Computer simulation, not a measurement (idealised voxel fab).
The process module presented herein is designated voxel trench capacitor.
Displayed cross-section: cut, width of 275 nm, square cells sized 5 nm.
Cross-section spec: square-cell grid; bands listed top down; each band is one or more rows. Band: top height; bottom height; in nm. Then, left to right: material with width in nm, for each material. "full width": a single material spanning edge to edge. "empty": empty space. Height reference: 0 = level under which incoming wafer is all one material. Lowest band: no bottom, runs on downward, e.g. "0 down". So if you see something like "30->40" for the width, read it as the top row of the band sitting at the first number and the bottom row at the second, with every row in between moving by the same amount as the last. No cell of the cross-section changed in a step that is given as "no modifications". This entry, "Closed cavities", enumerates those empty regions of no fewer than 8 cells that possess no open connection to the top. Each region is reported in the form width x height at distance, the distance being taken from the left edge, with all three quantities expressed in nm. The remark found on a step's line after its settings is issued by the simulator itself and pertains to that step. overlay nm: how far to the right of its planned place the mask lay on this masked step (negative: to the left).
PROCESS STEPS - PLAN
1. RECEIVE with material Si
2. CONFORMAL_DEP with material SiN, thk nm 10
3. DIRECTIONAL_DEP with material aC, thk nm 10
4. PATTERN with tone open, mask id TRENCH, material resist, width nm 25, pitch nm 40, thk nm 25, overlay nm 0
5. DIRECTIONAL_ETCH with etch materials aC, depth nm 10
6. STRIP with etch materials resist
7. DIRECTIONAL_ETCH with etch materials SiN, depth nm 10
8. DIRECTIONAL_ETCH with etch materials Si, depth nm 30
9. STRIP with etch materials aC
10. CONFORMAL_DEP with material HfO2, thk nm 5
11. CONFORMAL_DEP with material TiN, thk nm 5
12. FILL_DEP with material W, thk nm 10
13. CMP with height nm 10
SHOWN IN CROSS-SECTION IS THE WAFER AS RECEIVED, THAT IS, AS IT STANDS AFTER STEP 1
0 down = Si full width
Closed cavities: none
CROSS-SECTION TAKEN AT MODULE COMPLETION ON THE FIRST OF TWO WAFERS; PROCESSED PER THE PLAN
10 to 0 = SiN=105, then HfO2=5, then TiN=5, then W=5, then TiN=5, then HfO2=5, then SiN=15, then HfO2=5, then TiN=5, then W=5, then TiN=5, then HfO2=5, then SiN=105
0 to -20 = Si=105, then HfO2=5, then TiN=5, then W=5, then TiN=5, then HfO2=5, then Si=15, then HfO2=5, then TiN=5, then W=5, then TiN=5, then HfO2=5, then Si=105
-20 to -25 = Si=105, then HfO2=5, then TiN=15, then HfO2=5, then Si=15, then HfO2=5, then TiN=15, then HfO2=5, then Si=105
-25 to -30 = Si=105, then HfO2=25, then Si=15, then HfO2=25, then Si=105
-30 down = Si full width
Closed cavities: none
WAFER TWO, END OF MODULE, CROSS-SECTION. SAME START, SAME PLAN AS WAFER ONE. ONE MISTAKE IN THE RUN
10 to 0 = W=95, then TiN=5, then HfO2=5, then SiN=25, then HfO2=5, then TiN=5, then HfO2=5, then SiN=25, then HfO2=5, then TiN=5, then W=95
0 to -20 = W=95, then TiN=5, then HfO2=5, then Si=25, then HfO2=5, then TiN=5, then HfO2=5, then Si=25, then HfO2=5, then TiN=5, then W=95
-20 to -25 = TiN=100, then HfO2=5, then Si=25, then HfO2=5, then TiN=5, then HfO2=5, then Si=25, then HfO2=5, then TiN=100
-25 to -30 = HfO2=105, then Si=25, then HfO2=15, then Si=25, then HfO2=105
-30 down = Si full width
Closed cavities: none
Heads up, the wafer didn't run the way we planned it: step 4, actual vs plan mismatch, actual run PATTERN with tone cover, mask id TRENCH, material resist, width nm 25, pitch nm 40, thk nm 25, overlay nm 0
Counted in cells at the end, the second wafer holds more or fewer of these materials than the first: HfO2 +35, Si -210, SiN -70, TiN +29, W +216
